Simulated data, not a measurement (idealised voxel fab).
process module | voxel ribs on slabs
cross-section cut | 200 nm wide | cells 5 nm
A cross-section is a grid of square cells, given in bands from the top down. A band is one or more rows of cells.
Each band's line starts with the height of the band's top and of its bottom, in nm. Then come its materials from left to right, each with its width in nm. One material with "throughout" fills the band from edge to edge. "air" is empty space.
Height 0 is the level under which the wafer as received is all one material. The lowest band goes on downwards, as in "0 down".
A width such as "30 to 40" changes by the same amount from each row of cells to the next, from the band's top row to its bottom row.
"no change" after a step means that no cell of the cross-section changed.
closed voids: empty space of 8 cells or more with no open way to the top, each as width x height at its distance from the left edge, in nm
after a step's settings: what the simulator itself notes on the step
overlay nm, on a step with a mask: how far to the right of its planned place the mask lay; to the left if negative
plan
1 op RECEIVE | material Si
2 op DIRECTIONAL_DEP | material SiO2 | thk nm 20
3 op DIRECTIONAL_DEP | material polySi | thk nm 15
4 op DIRECTIONAL_DEP | material aC | thk nm 10
5 op PATTERN | tone cover | mask id RIB | material resist | width nm 30 | thk nm 30 | overlay nm 0
6 op DIRECTIONAL_ETCH | etch materials aC | depth nm 10
7 op STRIP | etch materials resist
8 op DIRECTIONAL_ETCH | etch materials polySi | depth nm 10
9 op STRIP | etch materials aC
10 op MASKED_ETCH | tone cover | mask id SLAB | width nm 60 | etch materials polySi | depth nm 5 | overlay nm 0
11 op FILL_DEP | material SiO2 | thk nm 20
12 op CMP | height nm 45
13 op DIRECTIONAL_DEP | material TiN | thk nm 10
14 op DIRECTIONAL_DEP | material aC | thk nm 10
15 op PATTERN | tone cover | mask id HEATER | material resist | width nm 40 | thk nm 30 | overlay nm 0
16 op DIRECTIONAL_ETCH | etch materials aC | depth nm 10
17 op STRIP | etch materials resist
18 op DIRECTIONAL_ETCH | etch materials TiN | depth nm 10
19 op STRIP | etch materials aC
20 op CONFORMAL_DEP | material SiO2 | thk nm 5
first wafer, as planned
as received, after step 1
  0 down: Si throughout
  closed voids: none
after step 2
  20 to 0: SiO2 throughout
  below 0: unchanged
after step 3
  35 to 20: polySi throughout
  below 20: unchanged
after step 4
  45 to 35: aC throughout
  below 35: unchanged
after step 5
  75 to 45: air 85 | resist 30 | air 85
  below 45: unchanged
after step 6
  65 to 45: air 85 | resist 30 | air 85
  45 to 35: air 85 | aC 30 | air 85
  below 35: unchanged
after step 7
  45 to 35: air 85 | aC 30 | air 85
  below 35: unchanged
after step 8
  45 to 35: air 85 | aC 30 | air 85
  35 to 25: air 85 | polySi 30 | air 85
  below 25: unchanged
after step 9
  35 to 25: air 85 | polySi 30 | air 85
  below 25: unchanged
after step 10
  35 to 25: air 85 | polySi 30 | air 85
  25 to 20: air 70 | polySi 60 | air 70
  below 20: unchanged
after step 11
  55 to 35: SiO2 throughout
  35 to 25: SiO2 85 | polySi 30 | SiO2 85
  25 to 20: SiO2 70 | polySi 60 | SiO2 70
  below 20: unchanged
after step 12
  45 to 35: SiO2 throughout
  below 35: unchanged
after step 13
  55 to 45: TiN throughout
  below 45: unchanged
after step 14
  65 to 55: aC throughout
  below 55: unchanged
after step 15
  95 to 65: air 80 | resist 40 | air 80
  below 65: unchanged
after step 16
  85 to 65: air 80 | resist 40 | air 80
  65 to 55: air 80 | aC 40 | air 80
  below 55: unchanged
after step 17
  65 to 55: air 80 | aC 40 | air 80
  below 55: unchanged
after step 18
  65 to 55: air 80 | aC 40 | air 80
  55 to 45: air 80 | TiN 40 | air 80
  below 45: unchanged
after step 19
  55 to 45: air 80 | TiN 40 | air 80
  below 45: unchanged
after step 20
  60 to 55: air 75 | SiO2 50 | air 75
  55 to 50: air 75 | SiO2 5 | TiN 40 | SiO2 5 | air 75
  50 to 45: SiO2 80 | TiN 40 | SiO2 80
  below 45: unchanged
second wafer: like start, like plan, one mistake. Through step 4 it matches the first wafer
when step 5 should have ended
  75 to 45: air 95 | resist 30 | air 75
  below 45: unchanged
when step 6 should have ended
  65 to 45: air 95 | resist 30 | air 75
  45 to 35: air 95 | aC 30 | air 75
  below 35: unchanged
when step 7 should have ended
  45 to 35: air 95 | aC 30 | air 75
  below 35: unchanged
when step 8 should have ended
  45 to 35: air 95 | aC 30 | air 75
  35 to 25: air 95 | polySi 30 | air 75
  below 25: unchanged
when step 9 should have ended
  35 to 25: air 95 | polySi 30 | air 75
  below 25: unchanged
when step 10 should have ended
  35 to 25: air 95 | polySi 30 | air 75
  25 to 20: air 70 | polySi 60 | air 70
  below 20: unchanged
when step 11 should have ended
  55 to 35: SiO2 throughout
  35 to 25: SiO2 95 | polySi 30 | SiO2 75
  25 to 20: SiO2 70 | polySi 60 | SiO2 70
  below 20: unchanged
when step 12 should have ended
  45 to 35: SiO2 throughout
  below 35: unchanged
when step 13 should have ended
  55 to 45: TiN throughout
  below 45: unchanged
when step 14 should have ended
  65 to 55: aC throughout
  below 55: unchanged
when step 15 should have ended
  95 to 65: air 80 | resist 40 | air 80
  below 65: unchanged
when step 16 should have ended
  85 to 65: air 80 | resist 40 | air 80
  65 to 55: air 80 | aC 40 | air 80
  below 55: unchanged
when step 17 should have ended
  65 to 55: air 80 | aC 40 | air 80
  below 55: unchanged
when step 18 should have ended
  65 to 55: air 80 | aC 40 | air 80
  55 to 45: air 80 | TiN 40 | air 80
  below 45: unchanged
when step 19 should have ended
  55 to 45: air 80 | TiN 40 | air 80
  below 45: unchanged
when step 20 should have ended
  60 to 55: air 75 | SiO2 50 | air 75
  55 to 50: air 75 | SiO2 5 | TiN 40 | SiO2 5 | air 75
  50 to 45: SiO2 80 | TiN 40 | SiO2 80
  below 45: unchanged
what went wrong: step 5 ran as: op PATTERN | tone cover | mask id RIB | material resist | width nm 30 | thk nm 30 | overlay nm 10
at the end the second wafer has, in cells: as many of each material as the first, in other places
